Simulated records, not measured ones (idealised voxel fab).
The following process module bears the name voxel self aligned vias.
Cross-section cut spans 295 nm and uses square cells 5 nm in size.
Cross-section format: a grid of square cells, given as bands from top to bottom; each band is one or more rows of cells. In this notation a band is specified by the heights of its top and bottom, in that order and in nm, after which its materials appear from left to right, each paired with its width in nm. The word "throughout" attached to a single material means that material fills the band from edge to edge; the word "air" stands for empty space. Basically, 0 is our baseline, since under it the wafer straight out of the box is all one material. The bottom band has no lower end and keeps on going down, so it looks like "z 0 and below". Quick explanation for "30..40": the width changes in equal steps down the rows of cells, from the first number in the band's top row to the second number in its bottom row. The cross-section has no changed cell in any step marked "nothing altered". Closed empty spaces (no open way to the top) of 8 cells or more are what "closed voids" lists, each as width x height at distance from the left edge, nm for all three. If you see something after the settings on a step's line, that's the simulator's own remark about that step. overlay nm: mask right of planned place by this much (step with mask). Neg. = left.

-- The process steps that were planned are listed below
1 RECEIVE with material Si
2 CONFORMAL_DEP with material SiO2, thk nm 10
3 CONFORMAL_DEP with material SiCN, thk nm 5
4 DIRECTIONAL_DEP with material lowk, thk nm 25
5 DIRECTIONAL_DEP with material aC, thk nm 10
6 PATTERN with tone open, mask id LINES, material resist, width nm 25, pitch nm 50, thk nm 30, overlay nm -15
7 DIRECTIONAL_ETCH with etch materials aC, depth nm 10
8 STRIP with etch materials resist
9 DIRECTIONAL_ETCH with etch materials lowk, depth nm 25
10 STRIP with etch materials aC
11 CONFORMAL_DEP with material TiN, thk nm 5
12 FILL_DEP with material Ru, thk nm 5
13 CMP with height nm 40
14 SELECTIVE_ETCH with etch materials W Ru TiN, depth nm 5
15 FILL_DEP with material SiN, thk nm 10
16 CMP with height nm 40
17 DIRECTIONAL_DEP with material lowk, thk nm 15
18 PATTERN with tone open, mask id VIAS, material resist, width nm 35, thk nm 15, overlay nm 0
19 DIRECTIONAL_ETCH with etch materials lowk, depth nm 15
20 DIRECTIONAL_ETCH with etch materials SiN, depth nm 5
21 STRIP with etch materials resist
22 CONFORMAL_DEP with material TiN, thk nm 5
23 FILL_DEP with material Cu, thk nm 10
24 CMP with height nm 55
25 CONFORMAL_DEP with material SiCN, thk nm 5
The plan's step 6 overlay nm is the first wafer's value; the wafers differ in this setting and start identical.

-- Received wafers, first of several: cross-section after step 1
z 0 and below = Si throughout
closed voids: none

-- Note: the following table is arranged by wafer, a row apiece. Each row reports the end-of-module state: per material, cells gained (+) or cells lost (-) compared with the wafer as received; closed voids follow
overlay nm -15 | +11 Cu | +18 Ru | +118 SiCN | +7 SiN | +118 SiO2 | +35 TiN | +401 lowk | closed voids: none
overlay nm -10 | +12 Cu | +18 Ru | +118 SiCN | +6 SiN | +118 SiO2 | +35 TiN | +401 lowk | closed voids: none
overlay nm -5 | +13 Cu | +18 Ru | +118 SiCN | +5 SiN | +118 SiO2 | +35 TiN | +401 lowk | closed voids: none
overlay nm 0 | +13 Cu | +18 Ru | +118 SiCN | +5 SiN | +118 SiO2 | +35 TiN | +401 lowk | closed voids: none
overlay nm 5 | +13 Cu | +18 Ru | +118 SiCN | +5 SiN | +118 SiO2 | +35 TiN | +401 lowk | closed voids: none
overlay nm 10 | +12 Cu | +18 Ru | +118 SiCN | +6 SiN | +118 SiO2 | +35 TiN | +401 lowk | closed voids: none
overlay nm 15 | +11 Cu | +18 Ru | +118 SiCN | +7 SiN | +118 SiO2 | +35 TiN | +401 lowk | closed voids: none
